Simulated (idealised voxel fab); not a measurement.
Title: Process Module voxel self aligned contacts
Xsec cut, 250 nm wide, square cell size 5 nm.
Each cross-section below is a grid of square cells, stated as bands in top-down order, with one or more rows of cells making up each band.
Top height, bottom height, nm. Materials left to right, width each, nm. Single material + "edge to edge" = fills band edge to edge. "blank" = empty.
Height is counted from the level 0, under which the received wafer is composed throughout of one material. The lowest of the bands is not closed at the bottom but continues downward, in the notation "0 and below".
Quick explanation for "30->40": the width changes in equal steps down the rows of cells, from the first number in the band's top row to the second number in its bottom row.
"changes: none" (step): cross-section cells unchanged, all of them.
For the entry "Fully closed voids", the listed items are empty spaces with no open way to the top whose size is 8 cells or more; each item follows the pattern width x height at distance, where distance is from the left edge and all three are in nm.
Read whatever lies past the settings on a step's line as the simulator's own remark about the step.
You can add "overlay nm" to a step's line. For a step with a mask, it describes how far the mask lay to the right of its planned position, and a negative number describes a lay to the left.

### The steps planned for the process are as follows
| 1 | op RECEIVE | material Si |
| 2 | op CONFORMAL_DEP | material SiO2 | thk nm 5 |
| 3 | op DIRECTIONAL_DEP | material polySi | thk nm 30 |
| 4 | op DIRECTIONAL_DEP | material SiN | thk nm 20 |
| 5 | op MASKED_ETCH | tone cover | mask id GATE | width nm 25 | pitch nm 65 | etch materials SiN | depth nm 20 | overlay nm 0 |
| 6 | op MASKED_ETCH | tone cover | mask id GATE | width nm 25 | pitch nm 65 | etch materials polySi | depth nm 30 | overlay nm 0 |
| 7 | op CONFORMAL_DEP | material SiN | thk nm 10 |
| 8 | op DIRECTIONAL_ETCH | etch materials SiN | depth nm 10 |
| 9 | op FILL_DEP | material SiO2 | thk nm 15 |
| 10 | op CMP | height nm 60 |
| 11 | op PATTERN | tone open | mask id CONTACT | material resist | width nm 50 | pitch nm 65 | thk nm 20 | overlay nm 0 |
| 12 | op DIRECTIONAL_ETCH | etch materials SiO2 | depth nm 60 |
| 13 | op STRIP | etch materials resist |
| 14 | op CONFORMAL_DEP | material TiN | thk nm 5 |
| 15 | op FILL_DEP | material W | thk nm 5 |
| 16 | op CMP | height nm 60 |
| 17 | op CONFORMAL_DEP | material SiN | thk nm 5 |

### Wafer as received: cross-section following step 1
> 0 and below | Si edge to edge
> Fully closed voids: none

### Result of the module, cross-sectioned: start per above, plan per above, one error in how it was run
> 65 down to 60 | SiN edge to edge
> 60 down to 55 | SiO2 (60), TiN (25), W (10), TiN (15), SiO2 (15), TiN (25), W (10), TiN (15), SiO2 (75)
> 55 down to 35 | SiO2 (35), SiN (45), TiN (5), W (10), TiN (5), SiN (45), TiN (5), W (10), TiN (5), SiN (45), SiO2 (40)
> 35 down to 5 | SiO2 (35), SiN (10), polySi (25), SiN (10), TiN (5), W (10), TiN (5), SiN (10), polySi (25), SiN (10), TiN (5), W (10), TiN (5), SiN (10), polySi (25), SiN (10), SiO2 (40)
> 5 down to 0 | SiO2 (80), TiN (20), SiO2 (45), TiN (20), SiO2 (85)
> 0 and below | Si edge to edge
> Fully closed voids: none
Finding, execution versus plan: step 11 deviated from plan and actually ran as op PATTERN | tone open | mask id CONTACT | material resist | width nm 50 | pitch nm 65 | thk nm 20 | overlay nm -5
